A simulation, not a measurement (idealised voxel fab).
voxel gate over fins: a process module
Displayed cross-section: cut, width of 255 nm, square cells sized 5 nm.
Format of a cross-section: grid, square cells. Given as bands. Order: top down. Band: one or more rows of cells. Top height, bottom height, nm. Materials left to right, width each, nm. Single material + "throughout" = fills band edge to edge. "empty" = empty. The reference from which all heights are counted is 0, the level beneath which the as-received wafer is entirely one material; the lowest band, having no lower bound, proceeds downward and is written after the example "top 0, no bottom". With a width like "30..40", each row of cells in the band differs from the next by the same amount, the top row carrying the first number and the bottom row the second. Where the words "left unchanged" appear for a step, the cross-section shows no cell changed by that step; every cell remained as before. The label "Closed empty spaces" introduces a list of the empty spaces, 8 cells or larger, that have no open way up to the top; each entry in it reads width x height at distance, where the distance is taken from the left edge and all three are stated in nm. Anything after a step's settings on that line? It's the simulator's own note about the step. Steps that use a mask can have "overlay nm" on their line. It says how far the mask sat to the right of where it was meant to be. Negative means to the left.

This section lists the process steps that were planned
step 1: RECEIVE (material Si)
step 2: CONFORMAL_DEP (material SiN; thk nm 10)
step 3: MASKED_ETCH (tone cover; mask id FINS; width nm 15; pitch nm 50; etch materials SiN; depth nm 10; overlay nm 0)
step 4: MASKED_ETCH (tone cover; mask id FINS; width nm 15; pitch nm 50; etch materials Si; depth nm 35; overlay nm 0)
step 5: OXIDIZE (depth nm 5)
step 6: FILL_DEP (material SiO2; thk nm 15)
step 7: CMP (height nm 10)
step 8: DIRECTIONAL_DEP (material aC; thk nm 10)
step 9: PATTERN (tone open; mask id RAIL; material resist; width nm 15; thk nm 30; overlay nm 0)
step 10: DIRECTIONAL_ETCH (etch materials aC; depth nm 10)
step 11: STRIP (etch materials resist)
step 12: DIRECTIONAL_ETCH (etch materials SiO2; depth nm 40)
step 13: STRIP (etch materials aC)
step 14: CONFORMAL_DEP (material TiN; thk nm 5)
step 15: FILL_DEP (material W; thk nm 10)
step 16: CMP (height nm 10)
step 17: SELECTIVE_ETCH (etch materials W Ru TiN; depth nm 20)
step 18: FILL_DEP (material SiO2; thk nm 5)
step 19: CMP (height nm 10)
step 20: SELECTIVE_ETCH (etch materials SiO2; depth nm 20)
step 21: STRIP (etch materials SiN)
step 22: CONFORMAL_DEP (material HfO2; thk nm 5)
step 23: CONFORMAL_DEP (material TiN; thk nm 5)
step 24: CONFORMAL_DEP (material TiAl; thk nm 5)
step 25: CONFORMAL_DEP (material TiN; thk nm 5)
step 26: FILL_DEP (material W; thk nm 15)
step 27: CMP (height nm 30)
step 28: CONFORMAL_DEP (material SiN; thk nm 5)
Wafer-to-wafer difference: depth nm, step 17. Common start. Plan = first wafer's value.

The first of several wafers, as received after step 1, seen in section
top 0, no bottom | Si throughout
Closed empty spaces: none

The cross-section of the first of several wafers is given below for the end of the module, after its final step, step 28
top 35, bottom 30 | SiN throughout
top 30, bottom 20 | W throughout
top 20, bottom 15 | 80 nm W, 45 nm TiN, 5 nm W, 45 nm TiN, 80 nm W
top 15, bottom 10 | 80 nm W, 5 nm TiN, 35 nm TiAl, 5 nm TiN, 5 nm W, 5 nm TiN, 35 nm TiAl, 5 nm TiN, 80 nm W
top 10, bottom 5 | 85 nm TiN, 5 nm TiAl, 25 nm TiN, 5 nm TiAl, 15 nm TiN, 5 nm TiAl, 25 nm TiN, 5 nm TiAl, 85 nm TiN
top 5, bottom 0 | 90 nm TiAl, 5 nm TiN, 15 nm HfO2, 5 nm TiN, 25 nm TiAl, 5 nm TiN, 15 nm HfO2, 5 nm TiN, 90 nm TiAl
top 0, bottom -5 | 95 nm TiN, 5 nm HfO2, 5 nm Si, 5 nm HfO2, 35 nm TiN, 5 nm HfO2, 5 nm Si, 5 nm HfO2, 95 nm TiN
top -5, bottom -10 | 100 nm HfO2, 5 nm Si, 45 nm HfO2, 5 nm Si, 100 nm HfO2
top -10, bottom -25 | 100 nm SiO2, 5 nm Si, 15 nm SiO2, 5 nm TiN, 5 nm W, 5 nm TiN, 15 nm SiO2, 5 nm Si, 100 nm SiO2
top -25, bottom -30 | 100 nm SiO2, 5 nm Si, 15 nm SiO2, 15 nm TiN, 15 nm SiO2, 5 nm Si, 100 nm SiO2
top -30, bottom -40 | 100 nm SiO2, 5 nm Si, 45 nm SiO2, 5 nm Si, 100 nm SiO2
top -40, no bottom | Si throughout
Closed empty spaces: none

Last-wafer cross-section at the end of the module
top 35, bottom 30 | SiN throughout
top 30, bottom 20 | W throughout
top 20, bottom 15 | 80 nm W, 45 nm TiN, 5 nm W, 45 nm TiN, 80 nm W
top 15, bottom 10 | 80 nm W, 5 nm TiN, 35 nm TiAl, 5 nm TiN, 5 nm W, 5 nm TiN, 35 nm TiAl, 5 nm TiN, 80 nm W
top 10, bottom 5 | 85 nm TiN, 5 nm TiAl, 25 nm TiN, 5 nm TiAl, 15 nm TiN, 5 nm TiAl, 25 nm TiN, 5 nm TiAl, 85 nm TiN
top 5, bottom 0 | 90 nm TiAl, 5 nm TiN, 15 nm HfO2, 5 nm TiN, 25 nm TiAl, 5 nm TiN, 15 nm HfO2, 5 nm TiN, 90 nm TiAl
top 0, bottom -5 | 95 nm TiN, 5 nm HfO2, 5 nm Si, 5 nm HfO2, 35 nm TiN, 5 nm HfO2, 5 nm Si, 5 nm HfO2, 95 nm TiN
top -5, bottom -10 | 100 nm HfO2, 5 nm Si, 45 nm HfO2, 5 nm Si, 100 nm HfO2
top -10, bottom -40 | 100 nm SiO2, 5 nm Si, 45 nm SiO2, 5 nm Si, 100 nm SiO2
top -40, no bottom | Si throughout
Closed empty spaces: none

Gained (+) or lost (-) cells of each material since receipt, then closed voids: one row per wafer, at the end of the module
depth nm 20, +59 HfO2, -392 Si, +51 SiN, +282 SiO2, +59 TiAl, +127 TiN, +171 W, Closed empty spaces: none
depth nm 25, +59 HfO2, -392 Si, +51 SiN, +285 SiO2, +59 TiAl, +125 TiN, +170 W, Closed empty spaces: none
depth nm 30, +59 HfO2, -392 Si, +51 SiN, +288 SiO2, +59 TiAl, +123 TiN, +169 W, Closed empty spaces: none
depth nm 35, +59 HfO2, -392 Si, +51 SiN, +291 SiO2, +59 TiAl, +121 TiN, +168 W, Closed empty spaces: none
depth nm 40, +59 HfO2, -392 Si, +51 SiN, +294 SiO2, +59 TiAl, +118 TiN, +168 W, Closed empty spaces: none
depth nm 45, +59 HfO2, -392 Si, +51 SiN, +294 SiO2, +59 TiAl, +118 TiN, +168 W, Closed empty spaces: none
